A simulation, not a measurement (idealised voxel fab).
process module | voxel released beams
cross-section cut | 225 nm wide | cells 5 nm
A cross-section is a grid of square cells, given in bands from the top down. A band is one or more rows of cells.
Each band's line starts with the height of the band's top and of its bottom, in nm. Then come its materials from left to right, each with its width in nm. One material with "throughout" fills the band from edge to edge. "air" is empty space.
Height 0 is the level under which the wafer as received is all one material. The lowest band goes on downwards, as in "0 down".
A width such as "30 to 40" changes by the same amount from each row of cells to the next, from the band's top row to its bottom row.
"no change" after a step means that no cell of the cross-section changed.
closed voids: empty space of 8 cells or more with no open way to the top, each as width x height at its distance from the left edge, in nm
after a step's settings: what the simulator itself notes on the step
overlay nm, on a step with a mask: how far to the right of its planned place the mask lay; to the left if negative
plan
1 op RECEIVE | material Si
2 op CONFORMAL_DEP | material Al2O3 | thk nm 10
3 op DIRECTIONAL_DEP | material SiO2 | thk nm 15
4 op MASKED_ETCH | tone open | mask id ANCHOR | width nm 45 | etch materials SiO2 | depth nm 15 | overlay nm 0
5 op CONFORMAL_DEP | material polySi | thk nm 15
6 op MASKED_ETCH | tone cover | mask id BEAM | width nm 100 | etch materials polySi | depth nm 5 | overlay nm 0
7 op STRIP | etch materials SiO2
varied across the wafers: depth nm of step 6. The plan shows the first wafer's value. All wafers start alike
first wafer as received, after step 1
  0 down: Si throughout
  closed voids: none
each wafer at the end: cells of each material gained (+) or lost (-) since it was received, then its closed voids
depth nm 5 | +90 Al2O3 | +108 SiO2 | +128 polySi | closed voids: none
depth nm 10 | +90 Al2O3 | +108 SiO2 | +103 polySi | closed voids: none
depth nm 15 | +90 Al2O3 | +78 polySi | closed voids: none
depth nm 20 | +90 Al2O3 | +78 polySi | closed voids: none
depth nm 25 | +90 Al2O3 | +78 polySi | closed voids: none
depth nm 30 | +90 Al2O3 | +78 polySi | closed voids: none
